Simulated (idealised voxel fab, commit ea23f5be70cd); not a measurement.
Process module under the name voxel spacer lines
The width of the displayed cross-section, cut, is 235 nm; its cells are square, with a size of 5 nm.
We lay out every cross-section as a grid of square cells and spell it out in bands from the top down, where one band means one or more rows of cells.
For a band, the entry starts with two heights in nm, that of the top and then that of the bottom, and carries on with the band's materials in order from left to right, each alongside its width in nm; the word "full width" beside a single material means it fills the band edge to edge, and "empty" means empty space.
Below 0: as-received wafer, all one material; heights counted from there. Lowest band: no bottom, goes on down, written "0..down".
Note: "30..40" means the width goes from the first number (top row of the band) to the second number (bottom row) in equal steps per row of cells.
Given "nothing was modified" for a step, no cell of the cross-section differs between before and after that step.
You'll see "Closed void roster" listing empty spaces that have no way open to the top, as long as they're 8 cells or more; the notation is width x height at distance, where the distance is from the left edge, and all of it is in nm.
Step line, after settings: the simulator's comment on this step.
"overlay nm" denotes, for a step that has a mask, the displacement of the mask to the right of its planned place, with negative values corresponding to the left.
Reading key. Pairs: pre-step and post-step cross-section, one process step apart; post-step view only to lowest changed band. Step between + settings: beneath pair. Runs: pairs may be from different runs of this module, same starting wafer. Continuation from pair above: only where "Status before step" entry says.

### Status before step
    0..down  Si full width
    Closed void roster: none

### Section After Processing
    5..0  Al2O3 full width
    Below 0, the layers are the same as they were.
    Closed void roster: none
The step occurring between the two cross-sections depicted above is identified as CONFORMAL_DEP: material Al2O3, thk nm 5

Status before step: refer to the pair immediately above; the cross-section shown after its step is the state before this one.

### Section After Processing
    15..5  W full width
    Below 5, the layers are the same as they were.
    Closed void roster: none
The step occurring between the two cross-sections depicted above is identified as DIRECTIONAL_DEP: material W, thk nm 10

Status before step: refer to the pair immediately above; the cross-section shown after its step is the state before this one.

### Section After Processing
    40..15  aC full width
    Below 15, the layers are the same as they were.
    Closed void roster: none
The step occurring between the two cross-sections depicted above is identified as DIRECTIONAL_DEP: material aC, thk nm 25

Status before step: refer to the pair immediately above; the cross-section shown after its step is the state before this one.

### Section After Processing
    75..40  empty 50  resist 15  empty 45  resist 15  empty 45  resist 15  empty 50
    Below 40, the layers are the same as they were.
    Closed void roster: none
The step occurring between the two cross-sections depicted above is identified as PATTERN: tone cover, mask id MANDREL, material resist, width nm 15, pitch nm 60, thk nm 35, overlay nm 0

Status before step: refer to the pair immediately above; the cross-section shown after its step is the state before this one.

### Section After Processing
    50..40  empty 50  resist 15  empty 45  resist 15  empty 45  resist 15  empty 50
    40..15  empty 50  aC 15  empty 45  aC 15  empty 45  aC 15  empty 50
    Below 15, the layers are the same as they were.
    Closed void roster: none
The step occurring between the two cross-sections depicted above is identified as DIRECTIONAL_ETCH: etch materials aC, depth nm 25

Status before step: refer to the pair immediately above; the cross-section shown after its step is the state before this one.

### Section After Processing
    40..15  empty 50  aC 15  empty 45  aC 15  empty 45  aC 15  empty 50
    Below 15, the layers are the same as they were.
    Closed void roster: none
The step occurring between the two cross-sections depicted above is identified as STRIP: etch materials resist

Status before step: refer to the pair immediately above; the cross-section shown after its step is the state before this one.

### Section After Processing
    55..40  empty 35  SiO2 45  empty 15  SiO2 45  empty 15  SiO2 45  empty 35
    40..30  empty 35  SiO2 15  aC 15  SiO2 15  empty 15  SiO2 15  aC 15  SiO2 15  empty 15  SiO2 15  aC 15  SiO2 15  empty 35
    30..15  SiO2 50  aC 15  SiO2 45  aC 15  SiO2 45  aC 15  SiO2 50
    Below 15, the layers are the same as they were.
    Closed void roster: none
The step occurring between the two cross-sections depicted above is identified as CONFORMAL_DEP: material SiO2, thk nm 15

Status before step: refer to the pair immediately above; the cross-section shown after its step is the state before this one.

### Section After Processing
    40..15  empty 35  SiO2 15  aC 15  SiO2 15  empty 15  SiO2 15  aC 15  SiO2 15  empty 15  SiO2 15  aC 15  SiO2 15  empty 35
    Below 15, the layers are the same as they were.
    Closed void roster: none
The step occurring between the two cross-sections depicted above is identified as DIRECTIONAL_ETCH: etch materials SiO2, depth nm 15

Status before step: refer to the pair immediately above; the cross-section shown after its step is the state before this one.

### Section After Processing
    40..15  empty 35  SiO2 15  empty 15  SiO2 15  empty 15  SiO2 15  empty 15  SiO2 15  empty 15  SiO2 15  empty 15  SiO2 15  empty 35
    Below 15, the layers are the same as they were.
    Closed void roster: none
The step occurring between the two cross-sections depicted above is identified as STRIP: etch materials aC

Status before step: refer to the pair immediately above; the cross-section shown after its step is the state before this one.

### Section After Processing
    40..15  empty 35  SiO2 15  empty 15  SiO2 15  empty 15  SiO2 15  empty 15  SiO2 15  empty 15  SiO2 15  empty 15  SiO2 15  empty 35
    15..5  empty 35  W 15  empty 15  W 15  empty 15  W 15  empty 15  W 15  empty 15  W 15  empty 15  W 15  empty 35
    Below 5, the layers are the same as they were.
    Closed void roster: none
The step occurring between the two cross-sections depicted above is identified as DIRECTIONAL_ETCH: etch materials W, depth nm 10

Status before step: refer to the pair immediately above; the cross-section shown after its step is the state before this one.

### Section After Processing
    15..5  empty 35  W 15  empty 15  W 15  empty 15  W 15  empty 15  W 15  empty 15  W 15  empty 15  W 15  empty 35
    Below 5, the layers are the same as they were.
    Closed void roster: none
The step occurring between the two cross-sections depicted above is identified as STRIP: etch materials SiO2

Status before step: refer to the pair immediately above; the cross-section shown after its step is the state before this one.

### Section After Processing
    25..15  lowk full width
    15..5  lowk 35  W 15  lowk 15  W 15  lowk 15  W 15  lowk 15  W 15  lowk 15  W 15  lowk 15  W 15  lowk 35
    Below 5, the layers are the same as they were.
    Closed void roster: none
The step occurring between the two cross-sections depicted above is identified as FILL_DEP: material lowk, thk nm 10

Status before step: refer to the pair immediately above; the cross-section shown after its step is the state before this one.

### Section After Processing
    15..5  lowk 35  W 15  lowk 15  W 15  lowk 15  W 15  lowk 15  W 15  lowk 15  W 15  lowk 15  W 15  lowk 35
    Below 5, the layers are the same as they were.
    Closed void roster: none
The step occurring between the two cross-sections depicted above is identified as CMP: height nm 15

### Status before step
    0..down  Si full width
    Closed void roster: none

### Section After Processing
    10..0  W full width
    Below 0, the layers are the same as they were.
    Closed void roster: none
The step occurring between the two cross-sections depicted above is identified as DIRECTIONAL_DEP: material W, thk nm 10

Status before step: refer to the pair immediately above; the cross-section shown after its step is the state before this one.

### Section After Processing
    35..10  aC full width
    Below 10, the layers are the same as they were.
    Closed void roster: none
The step occurring between the two cross-sections depicted above is identified as DIRECTIONAL_DEP: material aC, thk nm 25

Status before step: refer to the pair immediately above; the cross-section shown after its step is the state before this one.

### Section After Processing
    70..35  empty 50  resist 15  empty 45  resist 15  empty 45  resist 15  empty 50
    Below 35, the layers are the same as they were.
    Closed void roster: none
The step occurring between the two cross-sections depicted above is identified as PATTERN: tone cover, mask id MANDREL, material resist, width nm 15, pitch nm 60, thk nm 35, overlay nm 0

Status before step: refer to the pair immediately above; the cross-section shown after its step is the state before this one.

### Section After Processing
    45..35  empty 50  resist 15  empty 45  resist 15  empty 45  resist 15  empty 50
    35..10  empty 50  aC 15  empty 45  aC 15  empty 45  aC 15  empty 50
    Below 10, the layers are the same as they were.
    Closed void roster: none
The step occurring between the two cross-sections depicted above is identified as DIRECTIONAL_ETCH: etch materials aC, depth nm 25

Status before step: refer to the pair immediately above; the cross-section shown after its step is the state before this one.

### Section After Processing
    35..10  empty 50  aC 15  empty 45  aC 15  empty 45  aC 15  empty 50
    Below 10, the layers are the same as they were.
    Closed void roster: none
The step occurring between the two cross-sections depicted above is identified as STRIP: etch materials resist

Status before step: refer to the pair immediately above; the cross-section shown after its step is the state before this one.

### Section After Processing
    50..35  empty 35  SiO2 45  empty 15  SiO2 45  empty 15  SiO2 45  empty 35
    35..25  empty 35  SiO2 15  aC 15  SiO2 15  empty 15  SiO2 15  aC 15  SiO2 15  empty 15  SiO2 15  aC 15  SiO2 15  empty 35
    25..10  SiO2 50  aC 15  SiO2 45  aC 15  SiO2 45  aC 15  SiO2 50
    Below 10, the layers are the same as they were.
    Closed void roster: none
The step occurring between the two cross-sections depicted above is identified as CONFORMAL_DEP: material SiO2, thk nm 15

Status before step: refer to the pair immediately above; the cross-section shown after its step is the state before this one.

### Section After Processing
    35..10  empty 35  SiO2 15  aC 15  SiO2 15  empty 15  SiO2 15  aC 15  SiO2 15  empty 15  SiO2 15  aC 15  SiO2 15  empty 35
    Below 10, the layers are the same as they were.
    Closed void roster: none
The step occurring between the two cross-sections depicted above is identified as DIRECTIONAL_ETCH: etch materials SiO2, depth nm 15

Status before step: refer to the pair immediately above; the cross-section shown after its step is the state before this one.

### Section After Processing
    35..10  empty 35  SiO2 15  empty 15  SiO2 15  empty 15  SiO2 15  empty 15  SiO2 15  empty 15  SiO2 15  empty 15  SiO2 15  empty 35
    Below 10, the layers are the same as they were.
    Closed void roster: none
The step occurring between the two cross-sections depicted above is identified as STRIP: etch materials aC

Status before step: refer to the pair immediately above; the cross-section shown after its step is the state before this one.

### Section After Processing
    35..10  empty 35  SiO2 15  empty 15  SiO2 15  empty 15  SiO2 15  empty 15  SiO2 15  empty 15  SiO2 15  empty 15  SiO2 15  empty 35
    10..0  empty 35  W 15  empty 15  W 15  empty 15  W 15  empty 15  W 15  empty 15  W 15  empty 15  W 15  empty 35
    Below 0, the layers are the same as they were.
    Closed void roster: none
The step occurring between the two cross-sections depicted above is identified as DIRECTIONAL_ETCH: etch materials W, depth nm 10

Status before step: refer to the pair immediately above; the cross-section shown after its step is the state before this one.

### Section After Processing
    10..0  empty 35  W 15  empty 15  W 15  empty 15  W 15  empty 15  W 15  empty 15  W 15  empty 15  W 15  empty 35
    Below 0, the layers are the same as they were.
    Closed void roster: none
The step occurring between the two cross-sections depicted above is identified as STRIP: etch materials SiO2

Status before step: refer to the pair immediately above; the cross-section shown after its step is the state before this one.

### Section After Processing
    20..10  lowk full width
    10..0  lowk 35  W 15  lowk 15  W 15  lowk 15  W 15  lowk 15  W 15  lowk 15  W 15  lowk 15  W 15  lowk 35
    Below 0, the layers are the same as they were.
    Closed void roster: none
The step occurring between the two cross-sections depicted above is identified as FILL_DEP: material lowk, thk nm 10

Status before step: refer to the pair immediately above; the cross-section shown after its step is the state before this one.

### Section After Processing
    15..10  lowk full width
    Below 10, the layers are the same as they were.
    Closed void roster: none
The step occurring between the two cross-sections depicted above is identified as CMP: height nm 15

### Status before step
    40..15  empty 35  SiO2 15  aC 15  SiO2 15  empty 15  SiO2 15  aC 15  SiO2 15  empty 15  SiO2 15  aC 15  SiO2 15  empty 35
    15..5  W full width
    5..0  Al2O3 full width
    0..down  Si full width
    Closed void roster: none

### Section After Processing
    40..25  empty 50  aC 15  empty 45  aC 15  empty 45  aC 15  empty 50
    Below 25, the layers are the same as they were.
    Closed void roster: none
The step occurring between the two cross-sections depicted above is identified as DIRECTIONAL_ETCH: etch materials SiO2, depth nm 15

Status before step: refer to the pair immediately above; the cross-section shown after its step is the state before this one.

### Section After Processing
    25..15  empty 35  SiO2 15  empty 15  SiO2 15  empty 15  SiO2 15  empty 15  SiO2 15  empty 15  SiO2 15  empty 15  SiO2 15  empty 35
    Below 15, the layers are the same as they were.
    Closed void roster: none
The step occurring between the two cross-sections depicted above is identified as STRIP: etch materials aC

Status before step: refer to the pair immediately above; the cross-section shown after its step is the state before this one.

### Section After Processing
    25..15  empty 35  SiO2 15  empty 15  SiO2 15  empty 15  SiO2 15  empty 15  SiO2 15  empty 15  SiO2 15  empty 15  SiO2 15  empty 35
    15..5  empty 35  W 15  empty 15  W 15  empty 15  W 15  empty 15  W 15  empty 15  W 15  empty 15  W 15  empty 35
    Below 5, the layers are the same as they were.
    Closed void roster: none
The step occurring between the two cross-sections depicted above is identified as DIRECTIONAL_ETCH: etch materials W, depth nm 10

Status before step: refer to the pair immediately above; the cross-section shown after its step is the state before this one.

### Section After Processing
    15..5  empty 35  W 15  empty 15  W 15  empty 15  W 15  empty 15  W 15  empty 15  W 15  empty 15  W 15  empty 35
    Below 5, the layers are the same as they were.
    Closed void roster: none
The step occurring between the two cross-sections depicted above is identified as STRIP: etch materials SiO2

### Status before step
    5..0  Al2O3 full width
    0..down  Si full width
    Closed void roster: none

### Section After Processing
    30..5  aC full width
    Below 5, the layers are the same as they were.
    Closed void roster: none
The step occurring between the two cross-sections depicted above is identified as DIRECTIONAL_DEP: material aC, thk nm 25

Status before step: refer to the pair immediately above; the cross-section shown after its step is the state before this one.

### Section After Processing
    40..30  W full width
    Below 30, the layers are the same as they were.
    Closed void roster: none
The step occurring between the two cross-sections depicted above is identified as DIRECTIONAL_DEP: material W, thk nm 10

Status before step: refer to the pair immediately above; the cross-section shown after its step is the state before this one.

### Section After Processing
    75..40  empty 50  resist 15  empty 45  resist 15  empty 45  resist 15  empty 50
    Below 40, the layers are the same as they were.
    Closed void roster: none
The step occurring between the two cross-sections depicted above is identified as PATTERN: tone cover, mask id MANDREL, material resist, width nm 15, pitch nm 60, thk nm 35, overlay nm 0

Status before step: refer to the pair immediately above; the cross-section shown after its step is the state before this one.

### Section After Processing
    50..40  empty 50  resist 15  empty 45  resist 15  empty 45  resist 15  empty 50
    Below 40, the layers are the same as they were.
    Closed void roster: none
The step occurring between the two cross-sections depicted above is identified as DIRECTIONAL_ETCH: etch materials aC, depth nm 25

Status before step: refer to the pair immediately above; the cross-section shown after its step is the state before this one.

### Section After Processing
    40..30  W full width
    Below 30, the layers are the same as they were.
    Closed void roster: none
The step occurring between the two cross-sections depicted above is identified as STRIP: etch materials resist

Status before step: refer to the pair immediately above; the cross-section shown after its step is the state before this one.

### Section After Processing
    55..40  SiO2 full width
    Below 40, the layers are the same as they were.
    Closed void roster: none
The step occurring between the two cross-sections depicted above is identified as CONFORMAL_DEP: material SiO2, thk nm 15

Status before step: refer to the pair immediately above; the cross-section shown after its step is the state before this one.

### Section After Processing
    40..30  W full width
    Below 30, the layers are the same as they were.
    Closed void roster: none
The step occurring between the two cross-sections depicted above is identified as DIRECTIONAL_ETCH: etch materials SiO2, depth nm 15

Status before step: refer to the pair immediately above; the cross-section shown after its step is the state before this one.

### Section After Processing
    30..5  aC full width
    Below 5, the layers are the same as they were.
    Closed void roster: none
The step occurring between the two cross-sections depicted above is identified as DIRECTIONAL_ETCH: etch materials W, depth nm 10

Status before step: refer to the pair immediately above; the cross-section shown after its step is the state before this one.

### Section After Processing
    40..30  lowk full width
    Below 30, the layers are the same as they were.
    Closed void roster: none
The step occurring between the two cross-sections depicted above is identified as FILL_DEP: material lowk, thk nm 10

Status before step: refer to the pair immediately above; the cross-section shown after its step is the state before this one.

### Section After Processing
    15..5  aC full width
    Below 5, the layers are the same as they were.
    Closed void roster: none
The step occurring between the two cross-sections depicted above is identified as CMP: height nm 15

### Status before step
    25..15  lowk full width
    15..5  lowk 35  W 15  lowk 15  W 15  lowk 15  W 15  lowk 15  W 15  lowk 15  W 15  lowk 15  W 15  lowk 35
    5..0  Al2O3 full width
    0..down  Si full width
    Closed void roster: none

### Section After Processing
    5..0  Al2O3 full width
    Below 0, the layers are the same as they were.
    Closed void roster: none
The step occurring between the two cross-sections depicted above is identified as CMP: height nm 5

### Status before step
    40..15  aC full width
    15..5  W full width
    5..0  Al2O3 full width
    0..down  Si full width
    Closed void roster: none

### Section After Processing
    75..40  empty 45  resist 25  empty 35  resist 25  empty 35  resist 25  empty 45
    Below 40, the layers are the same as they were.
    Closed void roster: none
The step occurring between the two cross-sections depicted above is identified as PATTERN: tone cover, mask id MANDREL, material resist, width nm 25, pitch nm 60, thk nm 35, overlay nm 0

Status before step: refer to the pair immediately above; the cross-section shown after its step is the state before this one.

### Section After Processing
    50..40  empty 45  resist 25  empty 35  resist 25  empty 35  resist 25  empty 45
    40..15  empty 45  aC 25  empty 35  aC 25  empty 35  aC 25  empty 45
    Below 15, the layers are the same as they were.
    Closed void roster: none
The step occurring between the two cross-sections depicted above is identified as DIRECTIONAL_ETCH: etch materials aC, depth nm 25

Status before step: refer to the pair immediately above; the cross-section shown after its step is the state before this one.

### Section After Processing
    40..15  empty 45  aC 25  empty 35  aC 25  empty 35  aC 25  empty 45
    Below 15, the layers are the same as they were.
    Closed void roster: none
The step occurring between the two cross-sections depicted above is identified as STRIP: etch materials resist

Status before step: refer to the pair immediately above; the cross-section shown after its step is the state before this one.

### Section After Processing
    55..40  empty 30  SiO2 55  empty 5  SiO2 55  empty 5  SiO2 55  empty 30
    40..30  empty 30  SiO2 15  aC 25  SiO2 15  empty 5  SiO2 15  aC 25  SiO2 15  empty 5  SiO2 15  aC 25  SiO2 15  empty 30
    30..15  SiO2 45  aC 25  SiO2 35  aC 25  SiO2 35  aC 25  SiO2 45
    Below 15, the layers are the same as they were.
    Closed void roster: none
The step occurring between the two cross-sections depicted above is identified as CONFORMAL_DEP: material SiO2, thk nm 15

Status before step: refer to the pair immediately above; the cross-section shown after its step is the state before this one.

### Section After Processing
    40..15  empty 30  SiO2 15  aC 25  SiO2 15  empty 5  SiO2 15  aC 25  SiO2 15  empty 5  SiO2 15  aC 25  SiO2 15  empty 30
    Below 15, the layers are the same as they were.
    Closed void roster: none
The step occurring between the two cross-sections depicted above is identified as DIRECTIONAL_ETCH: etch materials SiO2, depth nm 15

Status before step: refer to the pair immediately above; the cross-section shown after its step is the state before this one.

### Section After Processing
    40..15  empty 30  SiO2 15  empty 25  SiO2 15  empty 5  SiO2 15  empty 25  SiO2 15  empty 5  SiO2 15  empty 25  SiO2 15  empty 30
    Below 15, the layers are the same as they were.
    Closed void roster: none
The step occurring between the two cross-sections depicted above is identified as STRIP: etch materials aC

Status before step: refer to the pair immediately above; the cross-section shown after its step is the state before this one.

### Section After Processing
    40..15  empty 30  SiO2 15  empty 25  SiO2 15  empty 5  SiO2 15  empty 25  SiO2 15  empty 5  SiO2 15  empty 25  SiO2 15  empty 30
    15..5  empty 30  W 15  empty 25  W 15  empty 5  W 15  empty 25  W 15  empty 5  W 15  empty 25  W 15  empty 30
    Below 5, the layers are the same as they were.
    Closed void roster: none
The step occurring between the two cross-sections depicted above is identified as DIRECTIONAL_ETCH: etch materials W, depth nm 10

Status before step: refer to the pair immediately above; the cross-section shown after its step is the state before this one.

### Section After Processing
    15..5  empty 30  W 15  empty 25  W 15  empty 5  W 15  empty 25  W 15  empty 5  W 15  empty 25  W 15  empty 30
    Below 5, the layers are the same as they were.
    Closed void roster: none
The step occurring between the two cross-sections depicted above is identified as STRIP: etch materials SiO2

Status before step: refer to the pair immediately above; the cross-section shown after its step is the state before this one.

### Section After Processing
    25..15  lowk full width
    15..5  lowk 30  W 15  lowk 25  W 15  lowk 5  W 15  lowk 25  W 15  lowk 5  W 15  lowk 25  W 15  lowk 30
    Below 5, the layers are the same as they were.
    Closed void roster: none
The step occurring between the two cross-sections depicted above is identified as FILL_DEP: material lowk, thk nm 10

Status before step: refer to the pair immediately above; the cross-section shown after its step is the state before this one.

### Section After Processing
    15..5  lowk 30  W 15  lowk 25  W 15  lowk 5  W 15  lowk 25  W 15  lowk 5  W 15  lowk 25  W 15  lowk 30
    Below 5, the layers are the same as they were.
    Closed void roster: none
The step occurring between the two cross-sections depicted above is identified as CMP: height nm 15

### Status before step
    40..15  aC full width
    15..5  W full width
    5..0  Al2O3 full width
    0..down  Si full width
    Closed void roster: none

### Section After Processing
    75..40  empty 60  resist 15  empty 45  resist 15  empty 45  resist 15  empty 40
    Below 40, the layers are the same as they were.
    Closed void roster: none
The step occurring between the two cross-sections depicted above is identified as PATTERN: tone cover, mask id MANDREL, material resist, width nm 15, pitch nm 60, thk nm 35, overlay nm 10

Status before step: refer to the pair immediately above; the cross-section shown after its step is the state before this one.

### Section After Processing
    50..40  empty 60  resist 15  empty 45  resist 15  empty 45  resist 15  empty 40
    40..15  empty 60  aC 15  empty 45  aC 15  empty 45  aC 15  empty 40
    Below 15, the layers are the same as they were.
    Closed void roster: none
The step occurring between the two cross-sections depicted above is identified as DIRECTIONAL_ETCH: etch materials aC, depth nm 25

Status before step: refer to the pair immediately above; the cross-section shown after its step is the state before this one.

### Section After Processing
    40..15  empty 60  aC 15  empty 45  aC 15  empty 45  aC 15  empty 40
    Below 15, the layers are the same as they were.
    Closed void roster: none
The step occurring between the two cross-sections depicted above is identified as STRIP: etch materials resist

Status before step: refer to the pair immediately above; the cross-section shown after its step is the state before this one.

### Section After Processing
    55..40  empty 45  SiO2 45  empty 15  SiO2 45  empty 15  SiO2 45  empty 25
    40..30  empty 45  SiO2 15  aC 15  SiO2 15  empty 15  SiO2 15  aC 15  SiO2 15  empty 15  SiO2 15  aC 15  SiO2 15  empty 25
    30..15  SiO2 60  aC 15  SiO2 45  aC 15  SiO2 45  aC 15  SiO2 40
    Below 15, the layers are the same as they were.
    Closed void roster: none
The step occurring between the two cross-sections depicted above is identified as CONFORMAL_DEP: material SiO2, thk nm 15

Status before step: refer to the pair immediately above; the cross-section shown after its step is the state before this one.

### Section After Processing
    40..15  empty 45  SiO2 15  aC 15  SiO2 15  empty 15  SiO2 15  aC 15  SiO2 15  empty 15  SiO2 15  aC 15  SiO2 15  empty 25
    Below 15, the layers are the same as they were.
    Closed void roster: none
The step occurring between the two cross-sections depicted above is identified as DIRECTIONAL_ETCH: etch materials SiO2, depth nm 15

Status before step: refer to the pair immediately above; the cross-section shown after its step is the state before this one.

### Section After Processing
    40..15  empty 45  SiO2 15  empty 15  SiO2 15  empty 15  SiO2 15  empty 15  SiO2 15  empty 15  SiO2 15  empty 15  SiO2 15  empty 25
    Below 15, the layers are the same as they were.
    Closed void roster: none
The step occurring between the two cross-sections depicted above is identified as STRIP: etch materials aC

Status before step: refer to the pair immediately above; the cross-section shown after its step is the state before this one.

### Section After Processing
    40..15  empty 45  SiO2 15  empty 15  SiO2 15  empty 15  SiO2 15  empty 15  SiO2 15  empty 15  SiO2 15  empty 15  SiO2 15  empty 25
    15..5  empty 45  W 15  empty 15  W 15  empty 15  W 15  empty 15  W 15  empty 15  W 15  empty 15  W 15  empty 25
    Below 5, the layers are the same as they were.
    Closed void roster: none
The step occurring between the two cross-sections depicted above is identified as DIRECTIONAL_ETCH: etch materials W, depth nm 10

Status before step: refer to the pair immediately above; the cross-section shown after its step is the state before this one.

### Section After Processing
    15..5  empty 45  W 15  empty 15  W 15  empty 15  W 15  empty 15  W 15  empty 15  W 15  empty 15  W 15  empty 25
    Below 5, the layers are the same as they were.
    Closed void roster: none
The step occurring between the two cross-sections depicted above is identified as STRIP: etch materials SiO2

Status before step: refer to the pair immediately above; the cross-section shown after its step is the state before this one.

### Section After Processing
    25..15  lowk full width
    15..5  lowk 45  W 15  lowk 15  W 15  lowk 15  W 15  lowk 15  W 15  lowk 15  W 15  lowk 15  W 15  lowk 25
    Below 5, the layers are the same as they were.
    Closed void roster: none
The step occurring between the two cross-sections depicted above is identified as FILL_DEP: material lowk, thk nm 10

Status before step: refer to the pair immediately above; the cross-section shown after its step is the state before this one.

### Section After Processing
    15..5  lowk 45  W 15  lowk 15  W 15  lowk 15  W 15  lowk 15  W 15  lowk 15  W 15  lowk 15  W 15  lowk 25
    Below 5, the layers are the same as they were.
    Closed void roster: none
The step occurring between the two cross-sections depicted above is identified as CMP: height nm 15

### Status before step
    0..down  Si full width
    Closed void roster: none

### Section After Processing
    5..0  lowk full width
    Below 0, the layers are the same as they were.
    Closed void roster: none
The step occurring between the two cross-sections depicted above is identified as CONFORMAL_DEP: material lowk, thk nm 5

Status before step: refer to the pair immediately above; the cross-section shown after its step is the state before this one.

### Section After Processing
    15..5  W full width
    Below 5, the layers are the same as they were.
    Closed void roster: none
The step occurring between the two cross-sections depicted above is identified as DIRECTIONAL_DEP: material W, thk nm 10

Status before step: refer to the pair immediately above; the cross-section shown after its step is the state before this one.

### Section After Processing
    40..15  aC full width
    Below 15, the layers are the same as they were.
    Closed void roster: none
The step occurring between the two cross-sections depicted above is identified as DIRECTIONAL_DEP: material aC, thk nm 25

Status before step: refer to the pair immediately above; the cross-section shown after its step is the state before this one.

### Section After Processing
    75..40  empty 50  resist 15  empty 45  resist 15  empty 45  resist 15  empty 50
    Below 40, the layers are the same as they were.
    Closed void roster: none
The step occurring between the two cross-sections depicted above is identified as PATTERN: tone cover, mask id MANDREL, material resist, width nm 15, pitch nm 60, thk nm 35, overlay nm 0

Status before step: refer to the pair immediately above; the cross-section shown after its step is the state before this one.

### Section After Processing
    50..40  empty 50  resist 15  empty 45  resist 15  empty 45  resist 15  empty 50
    40..15  empty 50  aC 15  empty 45  aC 15  empty 45  aC 15  empty 50
    Below 15, the layers are the same as they were.
    Closed void roster: none
The step occurring between the two cross-sections depicted above is identified as DIRECTIONAL_ETCH: etch materials aC, depth nm 25

Status before step: refer to the pair immediately above; the cross-section shown after its step is the state before this one.

### Section After Processing
    40..15  empty 50  aC 15  empty 45  aC 15  empty 45  aC 15  empty 50
    Below 15, the layers are the same as they were.
    Closed void roster: none
The step occurring between the two cross-sections depicted above is identified as STRIP: etch materials resist

Status before step: refer to the pair immediately above; the cross-section shown after its step is the state before this one.

### Section After Processing
    55..40  empty 35  SiO2 45  empty 15  SiO2 45  empty 15  SiO2 45  empty 35
    40..30  empty 35  SiO2 15  aC 15  SiO2 15  empty 15  SiO2 15  aC 15  SiO2 15  empty 15  SiO2 15  aC 15  SiO2 15  empty 35
    30..15  SiO2 50  aC 15  SiO2 45  aC 15  SiO2 45  aC 15  SiO2 50
    Below 15, the layers are the same as they were.
    Closed void roster: none
The step occurring between the two cross-sections depicted above is identified as CONFORMAL_DEP: material SiO2, thk nm 15

Status before step: refer to the pair immediately above; the cross-section shown after its step is the state before this one.

### Section After Processing
    40..15  empty 35  SiO2 15  aC 15  SiO2 15  empty 15  SiO2 15  aC 15  SiO2 15  empty 15  SiO2 15  aC 15  SiO2 15  empty 35
    Below 15, the layers are the same as they were.
    Closed void roster: none
The step occurring between the two cross-sections depicted above is identified as DIRECTIONAL_ETCH: etch materials SiO2, depth nm 15

Status before step: refer to the pair immediately above; the cross-section shown after its step is the state before this one.

### Section After Processing
    40..15  empty 35  SiO2 15  empty 15  SiO2 15  empty 15  SiO2 15  empty 15  SiO2 15  empty 15  SiO2 15  empty 15  SiO2 15  empty 35
    Below 15, the layers are the same as they were.
    Closed void roster: none
The step occurring between the two cross-sections depicted above is identified as STRIP: etch materials aC

Status before step: refer to the pair immediately above; the cross-section shown after its step is the state before this one.

### Section After Processing
    40..15  empty 35  SiO2 15  empty 15  SiO2 15  empty 15  SiO2 15  empty 15  SiO2 15  empty 15  SiO2 15  empty 15  SiO2 15  empty 35
    15..5  empty 35  W 15  empty 15  W 15  empty 15  W 15  empty 15  W 15  empty 15  W 15  empty 15  W 15  empty 35
    Below 5, the layers are the same as they were.
    Closed void roster: none
The step occurring between the two cross-sections depicted above is identified as DIRECTIONAL_ETCH: etch materials W, depth nm 10

Status before step: refer to the pair immediately above; the cross-section shown after its step is the state before this one.

### Section After Processing
    15..5  empty 35  W 15  empty 15  W 15  empty 15  W 15  empty 15  W 15  empty 15  W 15  empty 15  W 15  empty 35
    Below 5, the layers are the same as they were.
    Closed void roster: none
The step occurring between the two cross-sections depicted above is identified as STRIP: etch materials SiO2

Status before step: refer to the pair immediately above; the cross-section shown after its step is the state before this one.

### Section After Processing
    25..15  lowk full width
    15..5  lowk 35  W 15  lowk 15  W 15  lowk 15  W 15  lowk 15  W 15  lowk 15  W 15  lowk 15  W 15  lowk 35
    Below 5, the layers are the same as they were.
    Closed void roster: none
The step occurring between the two cross-sections depicted above is identified as FILL_DEP: material lowk, thk nm 10

Status before step: refer to the pair immediately above; the cross-section shown after its step is the state before this one.

### Section After Processing
    15..5  lowk 35  W 15  lowk 15  W 15  lowk 15  W 15  lowk 15  W 15  lowk 15  W 15  lowk 15  W 15  lowk 35
    Below 5, the layers are the same as they were.
    Closed void roster: none
The step occurring between the two cross-sections depicted above is identified as CMP: height nm 15
